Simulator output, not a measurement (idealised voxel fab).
Name of the process module below: voxel ribs on slabs
Each square cell in cross-section cut measures 5 nm, and the section as a whole is 225 nm wide.
If you're reading a cross-section in this doc, picture square cells in a grid; it comes to you as bands, top ones listed first down to the bottom, and a band can be one or more rows of cells.
Top, bottom (nm), then materials left to right with widths (nm); lone material tagged "throughout" fills the whole band edge to edge; "blank" = empty space.
We count height from 0. Below that, the starting wafer is all one material. The lowest band never ends at the bottom but goes on down; see "0 nm and below" for how that is written.
A width such as "30..40" changes by the same amount from each row of cells to the next, from the band's top row to its bottom row.
Basically "no modifications" means that step didn't change any cell in the cross-section.
Basically, "Fully enclosed voids" tells you about the enclosed voids: empty spaces with no open way to the top, 8 cells or bigger, each written width x height at distance, where distance is from the left edge, all in nm.
The remark found on a step's line after its settings is issued by the simulator itself and pertains to that step.
"overlay nm", when on a step's line for a step with a mask, measures how far to the right of its planned place the mask lay; a negative measure means to the left.
[These are the steps we planned for the process]
step 1: op RECEIVE | material Si
step 2: op DIRECTIONAL_DEP | material SiO2 | thk nm 20
step 3: op DIRECTIONAL_DEP | material SiN | thk nm 25
step 4: op PATTERN | tone cover | mask id RIB | material resist | width nm 15 | thk nm 15 | overlay nm 0
step 5: op DIRECTIONAL_ETCH | etch materials SiN | depth nm 15
step 6: op STRIP | etch materials resist
step 7: op MASKED_ETCH | tone cover | mask id SLAB | width nm 65 | etch materials SiN | depth nm 10 | overlay nm 0
step 8: op FILL_DEP | material SiO2 | thk nm 25
step 9: op CMP | height nm 65
step 10: op DIRECTIONAL_DEP | material TiN | thk nm 10
step 11: op MASKED_ETCH | tone cover | mask id HEATER | width nm 25 | etch materials TiN | depth nm 10 | overlay nm 0
step 12: op CONFORMAL_DEP | material SiN | thk nm 10
[Incoming wafer, cross-sectional view, post step 1]
- 0 nm and below = Si throughout
- Fully enclosed voids: none
[Here's the wafer cut in cross-section after the module, started and planned just like above, except one thing was done wrong in the run]
- 85 nm to 75 nm = 90 blank | 45 SiN | 90 blank
- 75 nm to 65 nm = 100 SiN | 25 TiN | 100 SiN
- 65 nm to 45 nm = SiO2 throughout
- 45 nm to 30 nm = 105 SiO2 | 15 SiN | 105 SiO2
- 30 nm to 20 nm = 85 SiO2 | 60 SiN | 80 SiO2
- 20 nm to 0 nm = SiO2 throughout
- 0 nm and below = Si throughout
- Fully enclosed voids: none
What broke from the plan during processing? for step 7, the planned setting was not used; the step was instead run as op MASKED_ETCH | tone cover | mask id SLAB | width nm 60 | etch materials SiN | depth nm 10 | overlay nm 0
